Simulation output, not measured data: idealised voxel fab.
Documented hereafter: the process module known as voxel self aligned contacts.
It is cross-section cut that appears here, measuring 185 nm in width, its square cells being 5 nm in size.
A cross-section is written here as square cells arranged in a grid, and it is given in bands from the top down, each band taking up one or more rows of cells.
Top height, bottom height, nm. Materials left to right, width each, nm. Single material + "all across" = fills band edge to edge. "blank" = empty.
All heights in this document are referenced to 0, defined as the level beneath which the wafer, as received, consists entirely of one material. The lowest band is not bounded below; it extends indefinitely downward and is written in the form "0 down".
Width spec "30 to 40" -> top row of cells at first value, bottom row at second value, equal per-row change in between.
"remains unaltered" after a step means that no cell of the cross-section changed.
The entry titled "Closed voids list" provides the empty spaces that have no open way to the top, restricted to those of 8 cells or more. Each is presented as width x height at distance, the distance being measured from the left edge, with all three in nm.
It should be noted that, on the line of a given step, the content following the step's settings is a remark produced by the simulator itself with respect to that step.
If you see "overlay nm" on a step's line and that step has a mask, it's telling you how far right of where it was planned the mask ended up; a negative number means it went left instead.

Intended process steps
| 1 | RECEIVE with material Si |
| 2 | CONFORMAL_DEP with material SiO2, thk nm 5 |
| 3 | DIRECTIONAL_DEP with material polySi, thk nm 25 |
| 4 | DIRECTIONAL_DEP with material SiN, thk nm 15 |
| 5 | PATTERN with tone cover, mask id GATE, material resist, width nm 25, pitch nm 50, thk nm 20, overlay nm 0 |
| 6 | DIRECTIONAL_ETCH with etch materials SiN, depth nm 15 |
| 7 | DIRECTIONAL_ETCH with etch materials polySi, depth nm 25 |
| 8 | STRIP with etch materials resist |
| 9 | CONFORMAL_DEP with material SiN, thk nm 5 |
| 10 | DIRECTIONAL_ETCH with etch materials SiN, depth nm 5 |
| 11 | FILL_DEP with material SiO2, thk nm 20 |
| 12 | CMP with height nm 55 |
| 13 | PATTERN with tone open, mask id CONTACT, material resist, width nm 35, thk nm 15, overlay nm 0 |
| 14 | DIRECTIONAL_ETCH with etch materials SiO2, depth nm 55 |
| 15 | STRIP with etch materials resist |
| 16 | CONFORMAL_DEP with material TiN, thk nm 5 |
| 17 | FILL_DEP with material W, thk nm 10 |
| 18 | CMP with height nm 55 |
| 19 | CONFORMAL_DEP with material SiN, thk nm 5 |
Wafer-to-wafer difference: thk nm, step 9. Common start. Plan = first wafer's value.

Incoming state of the first of several wafers in cross-section: after step 1
	0 down  Si all across
	Closed voids list: none

Here is how to read the rows: every wafer has a row, and it shows the wafer at the end of the module, giving for each material how many cells were gained (+) or lost (-) since the wafer was received, then listing its closed voids
thk nm 5; +99 SiN; +254 SiO2; +27 TiN; +14 W; +50 polySi; Closed voids list: none
thk nm 10; +168 SiN; +211 SiO2; +15 TiN; +50 polySi; Closed voids list: none
thk nm 15; +229 SiN; +165 SiO2; +50 polySi; Closed voids list: none
thk nm 20; +259 SiN; +135 SiO2; +50 polySi; Closed voids list: none
